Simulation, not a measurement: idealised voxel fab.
Process module heading - voxel gate over fins
Xsec cut, 265 nm wide, square cell size 5 nm.
Just so we're on the same page, the cross-sections are grids of square cells, and they're listed out in bands top to bottom, each band one or more rows deep.
The band entry comprises the height of the band's top followed by the height of its bottom, expressed in nm, and subsequently the band's materials from left to right, each stated together with its width in nm. Where a single material is marked with the word "edge to edge", that material fills the band from edge to edge. The word "air" represents empty space.
Counting heights begins at 0, where everything beneath is, in the wafer as received, one material. The lowest band has no bottom; it goes on downwards, as "0 nm and below" shows.
It should be noted that a width expressed as "30 to 40" varies in equal increments from row to row of cells within the band, taking the value of the first number at the top row and that of the second number at the bottom row.
"nothing changed" -> step changed no cross-section cell.
Look at "Internal closed voids" for the closed voids: empty spaces with no open path to the top, sized 8 cells or up. Each is width x height at distance, distance from the left edge, all nm.
Post-settings text on a step line: simulator's own remark regarding the step.
"overlay nm", when on a step's line for a step with a mask, measures how far to the right of its planned place the mask lay; a negative measure means to the left.

**This section lists the process steps that were planned**
- 1: RECEIVE | material Si
- 2: CONFORMAL_DEP | material SiN | thk nm 5
- 3: MASKED_ETCH | tone cover | mask id FINS | width nm 15 | pitch nm 50 | etch materials SiN | depth nm 5 | overlay nm 0
- 4: MASKED_ETCH | tone cover | mask id FINS | width nm 15 | pitch nm 50 | etch materials Si | depth nm 35 | overlay nm 0
- 5: FILL_DEP | material SiO2 | thk nm 5
- 6: CMP | height nm 5
- 7: DIRECTIONAL_DEP | material aC | thk nm 15
- 8: PATTERN | tone open | mask id RAIL | material resist | width nm 15 | thk nm 35 | overlay nm 0
- 9: DIRECTIONAL_ETCH | etch materials aC | depth nm 15
- 10: STRIP | etch materials resist
- 11: DIRECTIONAL_ETCH | etch materials SiO2 | depth nm 35
- 12: STRIP | etch materials aC
- 13: CONFORMAL_DEP | material TiN | thk nm 5
- 14: FILL_DEP | material W | thk nm 5
- 15: CMP | height nm 5
- 16: SELECTIVE_ETCH | etch materials W Ru TiN | depth nm 30
- 17: FILL_DEP | material SiO2 | thk nm 5
- 18: CMP | height nm 5
- 19: SELECTIVE_ETCH | etch materials SiO2 | depth nm 20
- 20: STRIP | etch materials SiN
- 21: CONFORMAL_DEP | material HfO2 | thk nm 5
- 22: CONFORMAL_DEP | material TiN | thk nm 5
- 23: FILL_DEP | material W | thk nm 15
- 24: CMP | height nm 20
- 25: CONFORMAL_DEP | material SiN | thk nm 10

**Incoming wafer, cross-sectional view, post step 1**
    0 nm and below: Si edge to edge
    Internal closed voids: none

**As-planned run: cross-section of the first of two wafers at end of module**
    30 nm to 20 nm: SiN edge to edge
    20 nm to 10 nm: W edge to edge
    10 nm to 5 nm: 65 W; 35 TiN; 15 W; 35 TiN; 15 W; 35 TiN; 65 W
    5 nm to 0 nm: 65 W; 5 TiN; 25 HfO2; 5 TiN; 15 W; 5 TiN; 25 HfO2; 5 TiN; 15 W; 5 TiN; 25 HfO2; 5 TiN; 65 W
    0 nm to -5 nm: 65 W; 5 TiN; 5 HfO2; 15 Si; 5 HfO2; 5 TiN; 15 W; 5 TiN; 5 HfO2; 15 Si; 5 HfO2; 5 TiN; 15 W; 5 TiN; 5 HfO2; 15 Si; 5 HfO2; 5 TiN; 65 W
    -5 nm to -10 nm: 70 TiN; 5 HfO2; 15 Si; 5 HfO2; 25 TiN; 5 HfO2; 15 Si; 5 HfO2; 25 TiN; 5 HfO2; 15 Si; 5 HfO2; 70 TiN
    -10 nm to -15 nm: 75 HfO2; 15 Si; 35 HfO2; 15 Si; 35 HfO2; 15 Si; 75 HfO2
    -15 nm to -25 nm: 75 SiO2; 15 Si; 35 SiO2; 15 Si; 35 SiO2; 15 Si; 75 SiO2
    -25 nm to -30 nm: 75 SiO2; 15 Si; 10 SiO2; 15 TiN; 10 SiO2; 15 Si; 35 SiO2; 15 Si; 75 SiO2
    -30 nm to -35 nm: 75 SiO2; 15 Si; 35 SiO2; 15 Si; 35 SiO2; 15 Si; 75 SiO2
    -35 nm and below: Si edge to edge
    Internal closed voids: none

**Second wafer through the module, sectioned at the end: same beginning and same plan as the first wafer, with one mistake in carrying it out**
    30 nm to 20 nm: SiN edge to edge
    20 nm to 10 nm: W edge to edge
    10 nm to 5 nm: 65 W; 35 TiN; 15 W; 35 TiN; 15 W; 35 TiN; 65 W
    5 nm to 0 nm: 65 W; 5 TiN; 25 HfO2; 5 TiN; 15 W; 5 TiN; 25 HfO2; 5 TiN; 15 W; 5 TiN; 25 HfO2; 5 TiN; 65 W
    0 nm to -5 nm: 65 W; 5 TiN; 5 HfO2; 15 Si; 5 HfO2; 5 TiN; 15 W; 5 TiN; 5 HfO2; 15 Si; 5 HfO2; 5 TiN; 15 W; 5 TiN; 5 HfO2; 15 Si; 5 HfO2; 5 TiN; 65 W
    -5 nm to -10 nm: 70 TiN; 5 HfO2; 15 Si; 5 HfO2; 25 TiN; 5 HfO2; 15 Si; 5 HfO2; 25 TiN; 5 HfO2; 15 Si; 5 HfO2; 70 TiN
    -10 nm to -15 nm: 75 HfO2; 15 Si; 35 HfO2; 15 Si; 35 HfO2; 15 Si; 75 HfO2
    -15 nm to -25 nm: 75 SiO2; 15 Si; 35 SiO2; 15 Si; 35 SiO2; 15 Si; 75 SiO2
    -25 nm to -30 nm: 75 SiO2; 15 Si; 15 TiN; 20 SiO2; 15 Si; 35 SiO2; 15 Si; 75 SiO2
    -30 nm to -35 nm: 75 SiO2; 15 Si; 35 SiO2; 15 Si; 35 SiO2; 15 Si; 75 SiO2
    -35 nm and below: Si edge to edge
    Internal closed voids: none
In executing the process, a mistake was made relative to the plan: step 8 did not use the planned setting and instead ran as PATTERN | tone open | mask id RAIL | material resist | width nm 15 | thk nm 35 | overlay nm -10
In the final comparison it is observed that the number of cells assigned to each material is identical for the two wafers, whereas their placement is not.
